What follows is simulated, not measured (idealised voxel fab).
The following process module bears the name voxel ribs on slabs.
Cross-section cut: width 295 nm, square cells of 5 nm.
When this document writes out a cross-section, it uses a grid of square cells and lists it as bands, beginning at the top and moving down, with a band standing for one or more rows of cells.
Top, bottom (nm), then materials left to right with widths (nm); lone material tagged "everywhere" fills the whole band edge to edge; "empty" = empty space.
Heights are measured from 0, the level below which the as-received wafer is all one material; the lowest band has no bottom and continues downward, written as in "0 and below".
Note: "30->40" means the width goes from the first number (top row of the band) to the second number (bottom row) in equal steps per row of cells.
For the purposes of this document, the phrase "no modifications" attached to a step denotes that no cell within the cross-section was modified by that step.
The label "Completely enclosed voids" introduces a list of the empty spaces, 8 cells or larger, that have no open way up to the top; each entry in it reads width x height at distance, where the distance is taken from the left edge and all three are stated in nm.
Whatever follows a step's settings on its line is a remark the simulator itself makes about that step.
Regarding "overlay nm": on a step with a mask, it is the distance the mask lay to the right of its planned place; a negative value places it to the left.
So here's the lineup of process steps we planned:
- 1: RECEIVE with material Si
- 2: DIRECTIONAL_DEP with material SiO2, thk nm 30
- 3: DIRECTIONAL_DEP with material SiN, thk nm 15
- 4: DIRECTIONAL_DEP with material aC, thk nm 10
- 5: PATTERN with tone cover, mask id RIB, material resist, width nm 20, thk nm 25, overlay nm 0
- 6: DIRECTIONAL_ETCH with etch materials aC, depth nm 10
- 7: STRIP with etch materials resist
- 8: DIRECTIONAL_ETCH with etch materials SiN, depth nm 5
- 9: STRIP with etch materials aC
- 10: PATTERN with tone cover, mask id SLAB, material resist, width nm 70, thk nm 15, overlay nm 0
- 11: DIRECTIONAL_ETCH with etch materials SiN, depth nm 10
- 12: STRIP with etch materials resist
- 13: FILL_DEP with material SiO2, thk nm 20
- 14: CMP with height nm 55
- 15: DIRECTIONAL_DEP with material TiN, thk nm 5
- 16: PATTERN with tone cover, mask id HEATER, material resist, width nm 30, thk nm 15, overlay nm 0
- 17: DIRECTIONAL_ETCH with etch materials TiN, depth nm 5
- 18: STRIP with etch materials resist
- 19: CONFORMAL_DEP with material SiN, thk nm 10
What follows covers the first of two wafers; it ran as planned:
As-received wafer cross-section (after step 1):
* 0 and below | Si everywhere
* Completely enclosed voids: none
Wafer section view after processing step 2:
* 30 down to 0 | SiO2 everywhere
* Under 0: no change, same as before.
Wafer section view after processing step 3:
* 45 down to 30 | SiN everywhere
* Under 30: no change, same as before.
Wafer section view after processing step 4:
* 55 down to 45 | aC everywhere
* Under 45: no change, same as before.
Wafer section view after processing step 5:
* 80 down to 55 | empty: 135, resist: 20, empty: 140
* Under 55: no change, same as before.
Wafer section view after processing step 6:
* 70 down to 55 | empty: 135, resist: 20, empty: 140
* 55 down to 45 | empty: 135, aC: 20, empty: 140
* Under 45: no change, same as before.
Wafer section view after processing step 7:
* 55 down to 45 | empty: 135, aC: 20, empty: 140
* Under 45: no change, same as before.
Wafer section view after processing step 8:
* 55 down to 45 | empty: 135, aC: 20, empty: 140
* 45 down to 40 | empty: 135, SiN: 20, empty: 140
* Under 40: no change, same as before.
Wafer section view after processing step 9:
* 45 down to 40 | empty: 135, SiN: 20, empty: 140
* Under 40: no change, same as before.
Wafer section view after processing step 10:
* 60 down to 45 | empty: 110, resist: 70, empty: 115
* 45 down to 40 | empty: 110, resist: 25, SiN: 20, resist: 25, empty: 115
* Under 40: no change, same as before.
Wafer section view after processing step 11:
* 60 down to 45 | empty: 110, resist: 70, empty: 115
* 45 down to 40 | empty: 110, resist: 25, SiN: 20, resist: 25, empty: 115
* 40 down to 30 | empty: 110, SiN: 70, empty: 115
* Under 30: no change, same as before.
Wafer section view after processing step 12:
* 45 down to 40 | empty: 135, SiN: 20, empty: 140
* Under 40: no change, same as before.
Wafer section view after processing step 13:
* 65 down to 45 | SiO2 everywhere
* 45 down to 40 | SiO2: 135, SiN: 20, SiO2: 140
* 40 down to 30 | SiO2: 110, SiN: 70, SiO2: 115
* Under 30: no change, same as before.
Wafer section view after processing step 14:
* 55 down to 45 | SiO2 everywhere
* Under 45: no change, same as before.
Wafer section view after processing step 15:
* 60 down to 55 | TiN everywhere
* Under 55: no change, same as before.
Wafer section view after processing step 16:
* 75 down to 60 | empty: 130, resist: 30, empty: 135
* Under 60: no change, same as before.
Wafer section view after processing step 17:
* 75 down to 60 | empty: 130, resist: 30, empty: 135
* 60 down to 55 | empty: 130, TiN: 30, empty: 135
* Under 55: no change, same as before.
Wafer section view after processing step 18:
* 60 down to 55 | empty: 130, TiN: 30, empty: 135
* Under 55: no change, same as before.
Wafer section view after processing step 19:
* 70 down to 65 | empty: 120, SiN: 50, empty: 125
* 65 down to 60 | SiN everywhere
* 60 down to 55 | SiN: 130, TiN: 30, SiN: 135
* Under 55: no change, same as before.
Second wafer. Start and plan as for the first. One mistake made in running. Agrees with the first up to and including step 18:
Second wafer, cut view, end of step 19 per plan: no modifications
Run error: execution of step 19 of the plan did not take place, the step having been omitted
Final cells, second wafer relative to first, materials higher or lower: -122 SiN
